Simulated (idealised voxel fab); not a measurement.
process module | voxel gate over fins
cross-section cut | 225 nm wide | cells 5 nm
A cross-section is a grid of square cells, given in bands from the top down. A band is one or more rows of cells.
Each band's line starts with the height of the band's top and of its bottom, in nm. Then come its materials from left to right, each with its width in nm. One material with "throughout" fills the band from edge to edge. "air" is empty space.
Height 0 is the level under which the wafer as received is all one material. The lowest band goes on downwards, as in "0 down".
A width such as "30 to 40" changes by the same amount from each row of cells to the next, from the band's top row to its bottom row.
"no change" after a step means that no cell of the cross-section changed.
closed voids: empty space of 8 cells or more with no open way to the top, each as width x height at its distance from the left edge, in nm
after a step's settings: what the simulator itself notes on the step
overlay nm, on a step with a mask: how far to the right of its planned place the mask lay; to the left if negative
plan
1 op RECEIVE | material Si
2 op CONFORMAL_DEP | material SiN | thk nm 10
3 op DIRECTIONAL_DEP | material aC | thk nm 15
4 op PATTERN | tone cover | mask id FINS | material resist | width nm 15 | pitch nm 55 | thk nm 35 | overlay nm 0
5 op DIRECTIONAL_ETCH | etch materials aC | depth nm 15
6 op STRIP | etch materials resist
7 op DIRECTIONAL_ETCH | etch materials SiN | depth nm 10
8 op DIRECTIONAL_ETCH | etch materials Si | depth nm 40
9 op STRIP | etch materials aC
10 op OXIDIZE | depth nm 5
11 op FILL_DEP | material SiO2 | thk nm 5
12 op CMP | height nm 10
13 op DIRECTIONAL_DEP | material aC | thk nm 10
14 op PATTERN | tone open | mask id RAIL | material resist | width nm 15 | thk nm 30 | overlay nm 0
15 op DIRECTIONAL_ETCH | etch materials aC | depth nm 10
16 op STRIP | etch materials resist
17 op DIRECTIONAL_ETCH | etch materials SiO2 | depth nm 45
18 op STRIP | etch materials aC
19 op CONFORMAL_DEP | material TiN | thk nm 5
20 op FILL_DEP | material Ru | thk nm 10
21 op CMP | height nm 10
22 op SELECTIVE_ETCH | etch materials W Ru TiN | depth nm 30
23 op FILL_DEP | material SiO2 | thk nm 5
24 op CMP | height nm 10
25 op SELECTIVE_ETCH | etch materials SiO2 | depth nm 25
26 op STRIP | etch materials SiN
27 op CONFORMAL_DEP | material HfO2 | thk nm 5
28 op CONFORMAL_DEP | material TiN | thk nm 5
29 op CONFORMAL_DEP | material TiAl | thk nm 5
30 op CONFORMAL_DEP | material TiN | thk nm 5
31 op FILL_DEP | material W | thk nm 10
32 op CMP | height nm 25
33 op CONFORMAL_DEP | material SiCN | thk nm 10
first wafer, as planned
as received, after step 1
  0 down: Si throughout
  closed voids: none
after step 2
  10 to 0: SiN throughout
  below 0: unchanged
after step 3
  25 to 10: aC throughout
  below 10: unchanged
after step 4
  60 to 25: air 75 | resist 15 | air 40 | resist 15 | air 80
  below 25: unchanged
after step 5
  45 to 25: air 75 | resist 15 | air 40 | resist 15 | air 80
  25 to 10: air 75 | aC 15 | air 40 | aC 15 | air 80
  below 10: unchanged
after step 6
  25 to 10: air 75 | aC 15 | air 40 | aC 15 | air 80
  below 10: unchanged
after step 7
  25 to 10: air 75 | aC 15 | air 40 | aC 15 | air 80
  10 to 0: air 75 | SiN 15 | air 40 | SiN 15 | air 80
  below 0: unchanged
after step 8
  25 to 10: air 75 | aC 15 | air 40 | aC 15 | air 80
  10 to 0: air 75 | SiN 15 | air 40 | SiN 15 | air 80
  0 to -40: air 75 | Si 15 | air 40 | Si 15 | air 80
  below -40: unchanged
after step 9
  10 to 0: air 75 | SiN 15 | air 40 | SiN 15 | air 80
  below 0: unchanged
after step 10
  10 to 0: air 75 | SiN 15 | air 40 | SiN 15 | air 80
  0 to -40: air 75 | SiO2 5 | Si 5 | SiO2 5 | air 40 | SiO2 5 | Si 5 | SiO2 5 | air 80
  -40 to -45: SiO2 80 | Si 5 | SiO2 50 | Si 5 | SiO2 85
  below -45: unchanged
after step 11
  15 to 10: SiO2 throughout
  10 to 0: SiO2 75 | SiN 15 | SiO2 40 | SiN 15 | SiO2 80
  0 to -45: SiO2 80 | Si 5 | SiO2 50 | Si 5 | SiO2 85
  below -45: unchanged
after step 12
  10 to 0: SiO2 75 | SiN 15 | SiO2 40 | SiN 15 | SiO2 80
  below 0: unchanged
after step 13
  20 to 10: aC throughout
  below 10: unchanged
after step 14
  50 to 20: resist 100 | air 15 | resist 110
  below 20: unchanged
after step 15
  40 to 20: resist 100 | air 15 | resist 110
  20 to 10: aC 100 | air 15 | aC 110
  below 10: unchanged
after step 16
  20 to 10: aC 100 | air 15 | aC 110
  below 10: unchanged
after step 17
  20 to 10: aC 100 | air 15 | aC 110
  10 to 0: SiO2 75 | SiN 15 | SiO2 10 | air 15 | SiO2 15 | SiN 15 | SiO2 80
  0 to -35: SiO2 80 | Si 5 | SiO2 15 | air 15 | SiO2 20 | Si 5 | SiO2 85
  below -35: unchanged
after step 18
  10 to 0: SiO2 75 | SiN 15 | SiO2 10 | air 15 | SiO2 15 | SiN 15 | SiO2 80
  below 0: unchanged
after step 19
  15 to 10: TiN 105 | air 5 | TiN 115
  10 to 0: SiO2 75 | SiN 15 | SiO2 10 | TiN 5 | air 5 | TiN 5 | SiO2 15 | SiN 15 | SiO2 80
  0 to -30: SiO2 80 | Si 5 | SiO2 15 | TiN 5 | air 5 | TiN 5 | SiO2 20 | Si 5 | SiO2 85
  -30 to -35: SiO2 80 | Si 5 | SiO2 15 | TiN 15 | SiO2 20 | Si 5 | SiO2 85
  below -35: unchanged
after step 20
  25 to 15: Ru throughout
  15 to 10: TiN 105 | Ru 5 | TiN 115
  10 to 0: SiO2 75 | SiN 15 | SiO2 10 | TiN 5 | Ru 5 | TiN 5 | SiO2 15 | SiN 15 | SiO2 80
  0 to -30: SiO2 80 | Si 5 | SiO2 15 | TiN 5 | Ru 5 | TiN 5 | SiO2 20 | Si 5 | SiO2 85
  below -30: unchanged
after step 21
  10 to 0: SiO2 75 | SiN 15 | SiO2 10 | TiN 5 | Ru 5 | TiN 5 | SiO2 15 | SiN 15 | SiO2 80
  below 0: unchanged
after step 22
  10 to 0: SiO2 75 | SiN 15 | SiO2 10 | air 15 | SiO2 15 | SiN 15 | SiO2 80
  0 to -20: SiO2 80 | Si 5 | SiO2 15 | air 15 | SiO2 20 | Si 5 | SiO2 85
  below -20: unchanged
after step 23
  15 to 10: SiO2 throughout
  10 to 0: SiO2 75 | SiN 15 | SiO2 40 | SiN 15 | SiO2 80
  0 to -20: SiO2 80 | Si 5 | SiO2 50 | Si 5 | SiO2 85
  below -20: unchanged
after step 24
  10 to 0: SiO2 75 | SiN 15 | SiO2 40 | SiN 15 | SiO2 80
  below 0: unchanged
after step 25
  10 to 0: air 75 | SiN 15 | air 40 | SiN 15 | air 80
  0 to -15: air 80 | Si 5 | air 50 | Si 5 | air 85
  below -15: unchanged
after step 26
  0 to -15: air 80 | Si 5 | air 50 | Si 5 | air 85
  below -15: unchanged
after step 27
  5 to 0: air 75 | HfO2 15 | air 40 | HfO2 15 | air 80
  0 to -10: air 75 | HfO2 5 | Si 5 | HfO2 5 | air 40 | HfO2 5 | Si 5 | HfO2 5 | air 80
  -10 to -15: HfO2 80 | Si 5 | HfO2 50 | Si 5 | HfO2 85
  below -15: unchanged
after step 28
  10 to 5: air 70 | TiN 25 | air 30 | TiN 25 | air 75
  5 to 0: air 70 | TiN 5 | HfO2 15 | TiN 5 | air 30 | TiN 5 | HfO2 15 | TiN 5 | air 75
  0 to -5: air 70 | TiN 5 | HfO2 5 | Si 5 | HfO2 5 | TiN 5 | air 30 | TiN 5 | HfO2 5 | Si 5 | HfO2 5 | TiN 5 | air 75
  -5 to -10: TiN 75 | HfO2 5 | Si 5 | HfO2 5 | TiN 40 | HfO2 5 | Si 5 | HfO2 5 | TiN 80
  below -10: unchanged
after step 29
  15 to 10: air 65 | TiAl 35 | air 20 | TiAl 35 | air 70
  10 to 5: air 65 | TiAl 5 | TiN 25 | TiAl 5 | air 20 | TiAl 5 | TiN 25 | TiAl 5 | air 70
  5 to 0: air 65 | TiAl 5 | TiN 5 | HfO2 15 | TiN 5 | TiAl 5 | air 20 | TiAl 5 | TiN 5 | HfO2 15 | TiN 5 | TiAl 5 | air 70
  0 to -5: TiAl 70 | TiN 5 | HfO2 5 | Si 5 | HfO2 5 | TiN 5 | TiAl 30 | TiN 5 | HfO2 5 | Si 5 | HfO2 5 | TiN 5 | TiAl 75
  below -5: unchanged
after step 30
  20 to 15: air 60 | TiN 45 | air 10 | TiN 45 | air 65
  15 to 10: air 60 | TiN 5 | TiAl 35 | TiN 5 | air 10 | TiN 5 | TiAl 35 | TiN 5 | air 65
  10 to 5: air 60 | TiN 5 | TiAl 5 | TiN 25 | TiAl 5 | TiN 5 | air 10 | TiN 5 | TiAl 5 | TiN 25 | TiAl 5 | TiN 5 | air 65
  5 to 0: TiN 65 | TiAl 5 | TiN 5 | HfO2 15 | TiN 5 | TiAl 5 | TiN 20 | TiAl 5 | TiN 5 | HfO2 15 | TiN 5 | TiAl 5 | TiN 70
  below 0: unchanged
after step 31
  30 to 20: W throughout
  20 to 15: W 60 | TiN 45 | W 10 | TiN 45 | W 65
  15 to 10: W 60 | TiN 5 | TiAl 35 | TiN 5 | W 10 | TiN 5 | TiAl 35 | TiN 5 | W 65
  10 to 5: W 60 | TiN 5 | TiAl 5 | TiN 25 | TiAl 5 | TiN 5 | W 10 | TiN 5 | TiAl 5 | TiN 25 | TiAl 5 | TiN 5 | W 65
  below 5: unchanged
after step 32
  25 to 20: W throughout
  below 20: unchanged
after step 33
  35 to 25: SiCN throughout
  below 25: unchanged
second wafer: like start, like plan, one mistake. Through step 27 it matches the first wafer
when step 28 should have ended
  10 to 5: air 70 | TiAl 25 | air 30 | TiAl 25 | air 75
  5 to 0: air 70 | TiAl 5 | HfO2 15 | TiAl 5 | air 30 | TiAl 5 | HfO2 15 | TiAl 5 | air 75
  0 to -5: air 70 | TiAl 5 | HfO2 5 | Si 5 | HfO2 5 | TiAl 5 | air 30 | TiAl 5 | HfO2 5 | Si 5 | HfO2 5 | TiAl 5 | air 75
  -5 to -10: TiAl 75 | HfO2 5 | Si 5 | HfO2 5 | TiAl 40 | HfO2 5 | Si 5 | HfO2 5 | TiAl 80
  below -10: unchanged
when step 29 should have ended
  15 to 10: air 65 | TiN 35 | air 20 | TiN 35 | air 70
  10 to 5: air 65 | TiN 5 | TiAl 25 | TiN 5 | air 20 | TiN 5 | TiAl 25 | TiN 5 | air 70
  5 to 0: air 65 | TiN 5 | TiAl 5 | HfO2 15 | TiAl 5 | TiN 5 | air 20 | TiN 5 | TiAl 5 | HfO2 15 | TiAl 5 | TiN 5 | air 70
  0 to -5: TiN 70 | TiAl 5 | HfO2 5 | Si 5 | HfO2 5 | TiAl 5 | TiN 30 | TiAl 5 | HfO2 5 | Si 5 | HfO2 5 | TiAl 5 | TiN 75
  below -5: unchanged
when step 30 should have ended
  20 to 10: air 60 | TiN 45 | air 10 | TiN 45 | air 65
  10 to 5: air 60 | TiN 10 | TiAl 25 | TiN 10 | air 10 | TiN 10 | TiAl 25 | TiN 10 | air 65
  5 to 0: TiN 70 | TiAl 5 | HfO2 15 | TiAl 5 | TiN 30 | TiAl 5 | HfO2 15 | TiAl 5 | TiN 75
  below 0: unchanged
when step 31 should have ended
  30 to 20: W throughout
  20 to 10: W 60 | TiN 45 | W 10 | TiN 45 | W 65
  10 to 5: W 60 | TiN 10 | TiAl 25 | TiN 10 | W 10 | TiN 10 | TiAl 25 | TiN 10 | W 65
  below 5: unchanged
when step 32 should have ended
  25 to 20: W throughout
  below 20: unchanged
when step 33 should have ended
  35 to 25: SiCN throughout
  below 25: unchanged
what went wrong: steps 28 and 29 were swapped
at the end the second wafer has, in cells: as many of each material as the first, in other places
